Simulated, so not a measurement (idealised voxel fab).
voxel transistor to metal: a process module
cross-section cut | 150 nm wide | cells 5 nm
Cross-section, as written here: a square-cell grid given band by band from the top down, where a band holds one or more rows of cells. Heads up on the band format: heights come first, top then bottom, in nm. After that it's the materials left to right, each with its width in nm. A single material flagged "full width" fills the whole band edge to edge, and "air" means there's empty space there. Heights are measured from 0, the level below which the as-received wafer is all one material; the lowest band has no bottom and continues downward, written as in "0 and below". Graded width ("30 to 40"): value in top row of band = first number; value in bottom row = second number; row-to-row change constant. You'll sometimes find "changes: none" written for a step, and that's the way of saying that nowhere in the cross-section did a cell change during that step. What "Non-vented voids" gives you is every empty space of 8 cells or more that is cut off from the top. Each appears as width x height at distance, with the distance taken from the left edge and width, height and distance all in nm. Whatever follows a step's settings on its line is a remark the simulator itself makes about that step. When a step includes a mask, the "overlay nm" setting on its line states how far to the right of its planned place that mask lay, and negative values state how far to the left.

The following list gives the planned process steps:
1: RECEIVE,material Si
2: OXIDIZE,depth nm 5
3: CONFORMAL_DEP,material SiN,thk nm 15
4: PATTERN,tone cover,mask id ACTIVE,material resist,width nm 90,thk nm 20,overlay nm 0
5: DIRECTIONAL_ETCH,etch materials SiN,depth nm 15
6: DIRECTIONAL_ETCH,etch materials SiO2,depth nm 5
7: DIRECTIONAL_ETCH,etch materials Si,depth nm 25
8: STRIP,etch materials resist
9: FILL_DEP,material SiO2,thk nm 5
10: CMP,height nm 15
11: SELECTIVE_ETCH,etch materials SiO2,depth nm 15
12: STRIP,etch materials SiN
13: SELECTIVE_ETCH,etch materials SiO2,depth nm 5
14: OXIDIZE,depth nm 5
15: DIRECTIONAL_DEP,material polySi,thk nm 25
16: DIRECTIONAL_DEP,material SiCN,thk nm 15
17: MASKED_ETCH,tone cover,mask id GATE,width nm 20,etch materials SiCN,depth nm 25,overlay nm 0
18: MASKED_ETCH,tone cover,mask id GATE,width nm 20,etch materials polySi,depth nm 35,overlay nm 0
19: CONFORMAL_DEP,material SiN,thk nm 10
20: DIRECTIONAL_ETCH,etch materials SiN,depth nm 10
21: DIRECTIONAL_ETCH,etch materials SiO2,depth nm 5
22: DIRECTIONAL_ETCH,etch materials Si,depth nm 5
23: EPI,material SiGe,thk nm 10
24: FILL_DEP,material SiO2,thk nm 5
25: CMP,height nm 35
26: DIRECTIONAL_DEP,material SiO2,thk nm 15
27: PATTERN,tone open,mask id CONTACT,material resist,width nm 15,pitch nm 65,thk nm 20,overlay nm 0
28: DIRECTIONAL_ETCH,etch materials SiO2,depth nm 55
29: STRIP,etch materials resist
30: CONFORMAL_DEP,material TiN,thk nm 5
31: FILL_DEP,material W,thk nm 10
32: CMP,height nm 50
33: DIRECTIONAL_DEP,material TiN,thk nm 5
34: DIRECTIONAL_DEP,material Ru,thk nm 25
35: DIRECTIONAL_DEP,material aC,thk nm 10
36: PATTERN,tone cover,mask id METAL_1,material resist,width nm 15,pitch nm 65,thk nm 25,overlay nm 0
37: DIRECTIONAL_ETCH,etch materials aC,depth nm 10
38: STRIP,etch materials resist
39: DIRECTIONAL_ETCH,etch materials Ru,depth nm 25
40: DIRECTIONAL_ETCH,etch materials TiN,depth nm 5
41: STRIP,etch materials aC
42: CONFORMAL_DEP,material SiN,thk nm 5
43: FILL_DEP,material SiO2,thk nm 5
44: CMP,height nm 80
45: CONFORMAL_DEP,material SiCN,thk nm 5
46: DIRECTIONAL_DEP,material SiO2,thk nm 35
47: PATTERN,tone open,mask id METAL_2,material resist,width nm 15,pitch nm 65,thk nm 20,overlay nm 0
48: DIRECTIONAL_ETCH,etch materials SiO2,depth nm 20
49: STRIP,etch materials resist
50: PATTERN,tone open,mask id METAL_2_HOLES,material resist,width nm 15,pitch nm 65,thk nm 20,overlay nm -15
51: DIRECTIONAL_ETCH,etch materials SiO2,depth nm 15
52: DIRECTIONAL_ETCH,etch materials SiCN,depth nm 5
53: STRIP,etch materials resist
54: CONFORMAL_DEP,material TiN,thk nm 5
55: FILL_DEP,material Ru,thk nm 10
56: CMP,height nm 120
57: CONFORMAL_DEP,material SiN,thk nm 5
The overlay nm used in step 50 is not the same on every wafer, whereas the starting condition is; the value printed in the plan is the first wafer's.

As received, i.e. after step 1: cross-section through the first of several wafers:
> 0 and below: Si full width
> Non-vented voids: none

Per wafer (row), end of module: delta in cells per material since receipt, (+) for gained, (-) for lost; closed voids after that:
overlay nm -15 | +48 Ru | -118 Si | +42 SiCN | +26 SiGe | +106 SiN | +532 SiO2 | +76 TiN | +18 W | +20 polySi | Non-vented voids: none
overlay nm -10 | +44 Ru | -118 Si | +40 SiCN | +26 SiGe | +106 SiN | +532 SiO2 | +82 TiN | +18 W | +20 polySi | Non-vented voids: none
overlay nm -5 | +40 Ru | -118 Si | +38 SiCN | +26 SiGe | +106 SiN | +532 SiO2 | +88 TiN | +18 W | +20 polySi | Non-vented voids: none
overlay nm 0 | +44 Ru | -118 Si | +36 SiCN | +26 SiGe | +106 SiN | +532 SiO2 | +86 TiN | +18 W | +20 polySi | Non-vented voids: none
overlay nm 5 | +40 Ru | -118 Si | +38 SiCN | +26 SiGe | +106 SiN | +532 SiO2 | +88 TiN | +18 W | +20 polySi | Non-vented voids: none
overlay nm 10 | +44 Ru | -118 Si | +40 SiCN | +26 SiGe | +106 SiN | +532 SiO2 | +82 TiN | +18 W | +20 polySi | Non-vented voids: none
overlay nm 15 | +48 Ru | -118 Si | +42 SiCN | +26 SiGe | +106 SiN | +532 SiO2 | +76 TiN | +18 W | +20 polySi | Non-vented voids: none
